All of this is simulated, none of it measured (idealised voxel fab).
The name of this process module is voxel self aligned contacts.
In the cross-section labelled cut, the width is 155 nm and each square cell is 5 nm.
Throughout this document, each cross-section is represented as a grid of square cells and is presented as a sequence of bands enumerated from the top downward, where a band comprises one or more rows of cells. The band entry comprises the height of the band's top followed by the height of its bottom, expressed in nm, and subsequently the band's materials from left to right, each stated together with its width in nm. Where a single material is marked with the word "throughout", that material fills the band from edge to edge. The word "blank" represents empty space. It should be noted that heights are counted from 0, beneath which the wafer as supplied is of one material throughout, and that the lowest band possesses no lower boundary but continues downward, as written in "0 and below". So if you see something like "30 to 40" for the width, read it as the top row of the band sitting at the first number and the bottom row at the second, with every row in between moving by the same amount as the last. Reading "no modification" for a step: not a cell of the cross-section changed in it. This entry, "Closed void catalog", enumerates those empty regions of no fewer than 8 cells that possess no open connection to the top. Each region is reported in the form width x height at distance, the distance being taken from the left edge, with all three quantities expressed in nm. Whatever follows a step's settings on its line is a remark the simulator itself makes about that step. You can add "overlay nm" to a step's line. For a step with a mask, it describes how far the mask lay to the right of its planned position, and a negative number describes a lay to the left.
# So here's the lineup of process steps we planned
- 1: RECEIVE,material Si
- 2: OXIDIZE,depth nm 5
- 3: DIRECTIONAL_DEP,material polySi,thk nm 20
- 4: DIRECTIONAL_DEP,material SiN,thk nm 25
- 5: MASKED_ETCH,tone cover,mask id GATE,width nm 35,pitch nm 75,etch materials SiN,depth nm 25,overlay nm 0
- 6: MASKED_ETCH,tone cover,mask id GATE,width nm 35,pitch nm 75,etch materials polySi,depth nm 20,overlay nm -5
- 7: CONFORMAL_DEP,material SiN,thk nm 10
- 8: DIRECTIONAL_ETCH,etch materials SiN,depth nm 10
- 9: FILL_DEP,material SiO2,thk nm 15
- 10: CMP,height nm 50
- 11: DIRECTIONAL_DEP,material aC,thk nm 10
- 12: PATTERN,tone open,mask id CONTACT,material resist,width nm 60,thk nm 25,overlay nm 0
- 13: DIRECTIONAL_ETCH,etch materials aC,depth nm 10
- 14: STRIP,etch materials resist
- 15: DIRECTIONAL_ETCH,etch materials SiO2,depth nm 55
- 16: STRIP,etch materials aC
- 17: CONFORMAL_DEP,material TiN,thk nm 5
- 18: FILL_DEP,material W,thk nm 5
- 19: CMP,height nm 50
- 20: CONFORMAL_DEP,material SiCN,thk nm 5
Don't read the plan's overlay nm for step 6 as applying to every wafer: that's the first wafer's value, and the wafers differ in it, though they all start identical.
# As-received state after step 1, first of several wafers, cross-section
0 and below  Si throughout
Closed void catalog: none
# Heads up, this table goes wafer by wafer. A row tells you, at the end of the module, how many cells of each material that wafer has put on (+) or dropped (-) since it was received, and then its closed voids
overlay nm -5 | -31 Si | +31 SiCN | +142 SiN | +88 SiO2 | +32 TiN | +15 W | +64 polySi | Closed void catalog: none
overlay nm 0 | -31 Si | +31 SiCN | +142 SiN | +91 SiO2 | +32 TiN | +20 W | +56 polySi | Closed void catalog: none
overlay nm 5 | -31 Si | +31 SiCN | +142 SiN | +88 SiO2 | +32 TiN | +15 W | +64 polySi | Closed void catalog: none
overlay nm 10 | -31 Si | +31 SiCN | +142 SiN | +85 SiO2 | +32 TiN | +10 W | +72 polySi | Closed void catalog: none
